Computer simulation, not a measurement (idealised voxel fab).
Herein follows the process module entitled voxel capacitor over wiring.
We display cut, a cross-section 215 nm in width whose square cells are each 5 nm.
Think of the cross-section as a grid of square cells. We describe it in bands, top to bottom, and each band covers one or more rows of those cells.
Band: top height; bottom height; in nm. Then, left to right: material with width in nm, for each material. "full width": a single material spanning edge to edge. "blank": empty space.
Beneath 0, the wafer as received is one material, and that level is where height counting begins. The lowest band goes on downward without a bottom; it is written like "0 nm and below".
Per-row width for "30..40": begins at first number (top row of band), ends at second number (bottom row), increment between rows held constant.
"all unchanged", as given for a step, is the statement that not any cell of the cross-section underwent a change during that step.
This entry, "Closed void list", enumerates those empty regions of no fewer than 8 cells that possess no open connection to the top. Each region is reported in the form width x height at distance, the distance being taken from the left edge, with all three quantities expressed in nm.
Where a step's line continues beyond its settings, the continuation is a remark by the simulator itself on that step.
Regarding "overlay nm": on a step with a mask, it is the distance the mask lay to the right of its planned place; a negative value places it to the left.

Process steps (planned)
step 1: op RECEIVE | material Si
step 2: op CONFORMAL_DEP | material SiO2 | thk nm 15
step 3: op CONFORMAL_DEP | material SiN | thk nm 5
step 4: op DIRECTIONAL_DEP | material lowk | thk nm 25
step 5: op DIRECTIONAL_DEP | material aC | thk nm 10
step 6: op PATTERN | tone open | mask id METAL_1 | material resist | width nm 25 | pitch nm 75 | thk nm 30 | overlay nm 0
step 7: op DIRECTIONAL_ETCH | etch materials aC | depth nm 10
step 8: op STRIP | etch materials resist
step 9: op DIRECTIONAL_ETCH | etch materials lowk | depth nm 25
step 10: op DIRECTIONAL_ETCH | etch materials SiN | depth nm 5
step 11: op STRIP | etch materials aC
step 12: op CONFORMAL_DEP | material TiN | thk nm 5
step 13: op FILL_DEP | material W | thk nm 10
step 14: op CMP | height nm 45
step 15: op EPI | material Ru | thk nm 5
step 16: op FILL_DEP | material SiCN | thk nm 5
step 17: op DIRECTIONAL_DEP | material SiO2 | thk nm 20
step 18: op PATTERN | tone open | mask id PLUG_1 | material resist | width nm 15 | thk nm 20 | overlay nm 0
step 19: op DIRECTIONAL_ETCH | etch materials SiO2 | depth nm 20
step 20: op DIRECTIONAL_ETCH | etch materials SiCN | depth nm 5
step 21: op STRIP | etch materials resist
step 22: op CONFORMAL_DEP | material TiN | thk nm 5
step 23: op FILL_DEP | material Cu | thk nm 5
step 24: op CMP | height nm 75
step 25: op DIRECTIONAL_DEP | material TiN | thk nm 10
step 26: op DIRECTIONAL_DEP | material HfO2 | thk nm 5
step 27: op DIRECTIONAL_DEP | material TiN | thk nm 10
step 28: op MASKED_ETCH | tone cover | mask id UPPER_PLATE | width nm 55 | etch materials TiN | depth nm 10 | overlay nm 0
step 29: op MASKED_ETCH | tone cover | mask id UPPER_PLATE | width nm 55 | etch materials HfO2 | depth nm 5 | overlay nm 0
step 30: op PATTERN | tone cover | mask id LOWER_PLATE | material resist | width nm 65 | thk nm 20 | overlay nm 0
step 31: op DIRECTIONAL_ETCH | etch materials TiN | depth nm 10
step 32: op STRIP | etch materials resist
step 33: op FILL_DEP | material SiO2 | thk nm 15
step 34: op CMP | height nm 110
step 35: op MASKED_ETCH | tone open | mask id PLUG_2 | width nm 15 | etch materials SiO2 | depth nm 10 | overlay nm 0
step 36: op CONFORMAL_DEP | material TiN | thk nm 5
step 37: op FILL_DEP | material Ru | thk nm 10
step 38: op CMP | height nm 110
step 39: op CONFORMAL_DEP | material SiN | thk nm 5

Here's what the wafer looked like in cross-section when it arrived - that's after step 1
0 nm and below: Si full width
Closed void list: none

Post-module cross-section: identical start and plan to those above, one misstep in execution
115 nm to 110 nm: SiN full width
110 nm to 105 nm: SiO2 75 nm / TiN 5 nm / Ru 5 nm / TiN 5 nm / SiO2 125 nm
105 nm to 100 nm: SiO2 75 nm / TiN 15 nm / SiO2 125 nm
100 nm to 90 nm: SiO2 65 nm / TiN 55 nm / SiO2 95 nm
90 nm to 85 nm: SiO2 65 nm / HfO2 55 nm / SiO2 95 nm
85 nm to 75 nm: SiO2 60 nm / TiN 65 nm / SiO2 90 nm
75 nm to 70 nm: TiN 70 nm / Cu 5 nm / TiN 140 nm
70 nm to 50 nm: SiO2 65 nm / TiN 5 nm / Cu 5 nm / TiN 5 nm / SiO2 135 nm
50 nm to 45 nm: SiCN 65 nm / TiN 15 nm / SiCN 135 nm
45 nm to 40 nm: SiCN 50 nm / Ru 35 nm / SiCN 40 nm / Ru 35 nm / SiCN 55 nm
40 nm to 20 nm: lowk 55 nm / TiN 5 nm / W 15 nm / TiN 5 nm / lowk 50 nm / TiN 5 nm / W 15 nm / TiN 5 nm / lowk 60 nm
20 nm to 15 nm: SiN 55 nm / TiN 25 nm / SiN 50 nm / TiN 25 nm / SiN 60 nm
15 nm to 0 nm: SiO2 full width
0 nm and below: Si full width
Closed void list: none
Misprocessing identified: it should be noted that step 14 was executed with settings other than those planned, the operation and settings actually applied being op CMP | height nm 40
